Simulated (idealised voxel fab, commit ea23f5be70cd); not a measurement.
This is a process module. Its name is voxel transistor to metal.
cross-section cut | 265 nm wide | cells 5 nm
Cross-section format: a grid of square cells, given as bands from top to bottom; each band is one or more rows of cells.
Per band: top height and bottom height in nm, followed by the left-to-right materials and their widths in nm; "full width" marks a single material spanning edge to edge, "blank" marks empty space.
Measure heights from 0. That's the level where, below it, the as-received wafer is all one material. The lowest band is bottomless and extends downward; write it as in "0 -> down".
The expression "30->40" gives the width at the extremes of the band, the first number at its top row of cells and the second at its bottom row, with the width changing by equal amounts from each row to the next in between.
Step note "nothing got changed" = no cross-section cell changed.
So "Closed void entries" is basically the list of trapped voids: any empty space of 8 cells or more that can't reach the top through an opening. They're written width x height at distance, the distance being from the left edge, and it's all nm.
That trailing text on a step's line, after the settings, is the simulator's own remark on the step.
The setting "overlay nm" may be written on the line of a step. When the step uses a mask, the value reports how far to the right of the planned place the mask lay, and a negative value reports that it lay to the left.
# Intended process steps
1,RECEIVE: material Si
2,OXIDIZE: depth nm 5
3,CONFORMAL_DEP: material SiN, thk nm 10
4,PATTERN: tone cover, mask id ACTIVE, material resist, width nm 100, pitch nm 125, thk nm 20, overlay nm 0
5,DIRECTIONAL_ETCH: etch materials SiN, depth nm 10
6,DIRECTIONAL_ETCH: etch materials SiO2, depth nm 5
7,DIRECTIONAL_ETCH: etch materials Si, depth nm 20
8,STRIP: etch materials resist
9,OXIDIZE: depth nm 5
10,FILL_DEP: material SiO2, thk nm 10
11,CMP: height nm 10
12,SELECTIVE_ETCH: etch materials SiO2, depth nm 10
13,STRIP: etch materials SiN
14,SELECTIVE_ETCH: etch materials SiO2, depth nm 5
15,OXIDIZE: depth nm 5
16,DIRECTIONAL_DEP: material polySi, thk nm 30
17,DIRECTIONAL_DEP: material SiCN, thk nm 10
18,MASKED_ETCH: tone cover, mask id GATE, width nm 20, pitch nm 125, etch materials SiCN, depth nm 20, overlay nm 0
19,MASKED_ETCH: tone cover, mask id GATE, width nm 20, pitch nm 125, etch materials polySi, depth nm 40, overlay nm 0
20,CONFORMAL_DEP: material SiN, thk nm 5
21,DIRECTIONAL_ETCH: etch materials SiN, depth nm 5
22,DIRECTIONAL_ETCH: etch materials SiO2, depth nm 5
23,EPI: material nSi, thk nm 5
24,FILL_DEP: material SiO2, thk nm 5
25,CMP: height nm 35
26,DIRECTIONAL_DEP: material SiO2, thk nm 15
27,MASKED_ETCH: tone open, mask id CONTACT, width nm 15, etch materials SiO2, depth nm 55, overlay nm 0
28,CONFORMAL_DEP: material TiN, thk nm 5
29,FILL_DEP: material W, thk nm 10
30,CMP: height nm 50
31,CONFORMAL_DEP: material SiN, thk nm 5
32,DIRECTIONAL_DEP: material lowk, thk nm 15
33,PATTERN: tone open, mask id METAL_1, material resist, width nm 15, thk nm 15, overlay nm 0
34,DIRECTIONAL_ETCH: etch materials lowk, depth nm 15
35,DIRECTIONAL_ETCH: etch materials SiN, depth nm 5
36,STRIP: etch materials resist
37,CONFORMAL_DEP: material TiN, thk nm 5
38,FILL_DEP: material Ru, thk nm 10
39,CMP: height nm 70
40,EPI: material Ru, thk nm 5
41,FILL_DEP: material SiCN, thk nm 5
42,DIRECTIONAL_DEP: material lowk, thk nm 35
43,DIRECTIONAL_DEP: material aC, thk nm 15
44,PATTERN: tone open, mask id METAL_2, material resist, width nm 15, pitch nm 125, thk nm 30, overlay nm 0
45,DIRECTIONAL_ETCH: etch materials aC, depth nm 15
46,STRIP: etch materials resist
47,DIRECTIONAL_ETCH: etch materials lowk, depth nm 20
48,STRIP: etch materials aC
49,PATTERN: tone open, mask id METAL_2_HOLES, material resist, width nm 15, pitch nm 125, thk nm 15, overlay nm 0
50,DIRECTIONAL_ETCH: etch materials lowk, depth nm 15
51,DIRECTIONAL_ETCH: etch materials SiCN, depth nm 5
52,STRIP: etch materials resist
53,CONFORMAL_DEP: material TiN, thk nm 5
54,FILL_DEP: material Ru, thk nm 5
55,CMP: height nm 115
56,CONFORMAL_DEP: material SiN, thk nm 5
# Cross-section, incoming material, after step 1
  0 -> down = Si full width
  Closed void entries: none
# Wafer cross-section at module end: first of two, run to plan
  120 -> 115 = SiN full width
  115 -> 80 = 30 of lowk  5 of TiN  5 of Ru  5 of TiN  110 of lowk  5 of TiN  5 of Ru  5 of TiN  95 of lowk
  80 -> 75 = 30 of SiCN  15 of TiN  110 of SiCN  15 of TiN  95 of SiCN
  75 -> 70 = 25 of SiCN  25 of Ru  40 of SiCN  25 of Ru  35 of SiCN  25 of Ru  40 of SiCN  25 of Ru  25 of SiCN
  70 -> 55 = 30 of lowk  5 of TiN  5 of Ru  5 of TiN  50 of lowk  5 of TiN  5 of Ru  5 of TiN  45 of lowk  5 of TiN  5 of Ru  5 of TiN  50 of lowk  5 of TiN  5 of Ru  5 of TiN  30 of lowk
  55 -> 50 = 30 of SiN  15 of TiN  50 of SiN  15 of TiN  45 of SiN  15 of TiN  50 of SiN  15 of TiN  30 of SiN
  50 -> 35 = 30 of SiO2  5 of TiN  5 of W  5 of TiN  50 of SiO2  5 of TiN  5 of W  5 of TiN  45 of SiO2  5 of TiN  5 of W  5 of TiN  50 of SiO2  5 of TiN  5 of W  5 of TiN  30 of SiO2
  35 -> 25 = 30 of SiO2  5 of TiN  5 of W  5 of TiN  10 of SiO2  5 of SiN  20 of SiCN  5 of SiN  10 of SiO2  5 of TiN  5 of W  5 of TiN  45 of SiO2  5 of TiN  5 of W  5 of TiN  10 of SiO2  5 of SiN  20 of SiCN  5 of SiN  10 of SiO2  5 of TiN  5 of W  5 of TiN  30 of SiO2
  25 -> 0 = 30 of SiO2  5 of TiN  5 of W  5 of TiN  10 of SiO2  5 of SiN  20 of polySi  5 of SiN  10 of SiO2  5 of TiN  5 of W  5 of TiN  45 of SiO2  5 of TiN  5 of W  5 of TiN  10 of SiO2  5 of SiN  20 of polySi  5 of SiN  10 of SiO2  5 of TiN  5 of W  5 of TiN  30 of SiO2
  0 -> -5 = 30 of SiO2  15 of TiN  10 of SiO2  5 of SiN  20 of polySi  5 of SiN  10 of SiO2  15 of TiN  45 of SiO2  15 of TiN  10 of SiO2  5 of SiN  20 of polySi  5 of SiN  10 of SiO2  15 of TiN  30 of SiO2
  -5 -> -10 = 20 of SiO2  35 of nSi  30 of SiO2  35 of nSi  25 of SiO2  35 of nSi  30 of SiO2  35 of nSi  20 of SiO2
  -10 -> -30 = 25 of SiO2  90 of Si  35 of SiO2  90 of Si  25 of SiO2
  -30 -> down = Si full width
  Closed void entries: none
# Now the second wafer, cross-sectioned at the end of the module. Nothing different at the start, nothing different in the plan compared with the first, just one mistake when it was actually run
  120 -> 115 = SiN full width
  115 -> 80 = 30 of lowk  5 of TiN  5 of Ru  5 of TiN  110 of lowk  5 of TiN  5 of Ru  5 of TiN  95 of lowk
  80 -> 75 = 30 of SiCN  15 of TiN  110 of SiCN  15 of TiN  95 of SiCN
  75 -> 70 = 35 of Ru  5 of SiCN  60 of Ru  5 of SiCN  55 of Ru  5 of SiCN  60 of Ru  5 of SiCN  35 of Ru
  70 -> 55 = 25 of Ru  5 of TiN  15 of lowk  5 of TiN  40 of Ru  5 of TiN  15 of lowk  5 of TiN  35 of Ru  5 of TiN  15 of lowk  5 of TiN  40 of Ru  5 of TiN  15 of lowk  5 of TiN  25 of Ru
  55 -> 50 = 30 of TiN  15 of SiN  50 of TiN  15 of SiN  45 of TiN  15 of SiN  50 of TiN  15 of SiN  30 of TiN
  50 -> 35 = 30 of SiO2  5 of TiN  5 of W  5 of TiN  50 of SiO2  5 of TiN  5 of W  5 of TiN  45 of SiO2  5 of TiN  5 of W  5 of TiN  50 of SiO2  5 of TiN  5 of W  5 of TiN  30 of SiO2
  35 -> 25 = 30 of SiO2  5 of TiN  5 of W  5 of TiN  10 of SiO2  5 of SiN  20 of SiCN  5 of SiN  10 of SiO2  5 of TiN  5 of W  5 of TiN  45 of SiO2  5 of TiN  5 of W  5 of TiN  10 of SiO2  5 of SiN  20 of SiCN  5 of SiN  10 of SiO2  5 of TiN  5 of W  5 of TiN  30 of SiO2
  25 -> 0 = 30 of SiO2  5 of TiN  5 of W  5 of TiN  10 of SiO2  5 of SiN  20 of polySi  5 of SiN  10 of SiO2  5 of TiN  5 of W  5 of TiN  45 of SiO2  5 of TiN  5 of W  5 of TiN  10 of SiO2  5 of SiN  20 of polySi  5 of SiN  10 of SiO2  5 of TiN  5 of W  5 of TiN  30 of SiO2
  0 -> -5 = 30 of SiO2  15 of TiN  10 of SiO2  5 of SiN  20 of polySi  5 of SiN  10 of SiO2  15 of TiN  45 of SiO2  15 of TiN  10 of SiO2  5 of SiN  20 of polySi  5 of SiN  10 of SiO2  15 of TiN  30 of SiO2
  -5 -> -10 = 20 of SiO2  35 of nSi  30 of SiO2  35 of nSi  25 of SiO2  35 of nSi  30 of SiO2  35 of nSi  20 of SiO2
  -10 -> -30 = 25 of SiO2  90 of Si  35 of SiO2  90 of Si  25 of SiO2
  -30 -> down = Si full width
  Closed void entries: none
Nonconformance to the process plan: for step 33, the planned setting was not used; the step was instead run as PATTERN: tone cover, mask id METAL_1, material resist, width nm 15, thk nm 15, overlay nm 0
at the end the second wafer has, in cells: Ru: 116 more; SiCN: 29 fewer; SiN: 29 fewer; TiN: 29 more; lowk: 87 fewer
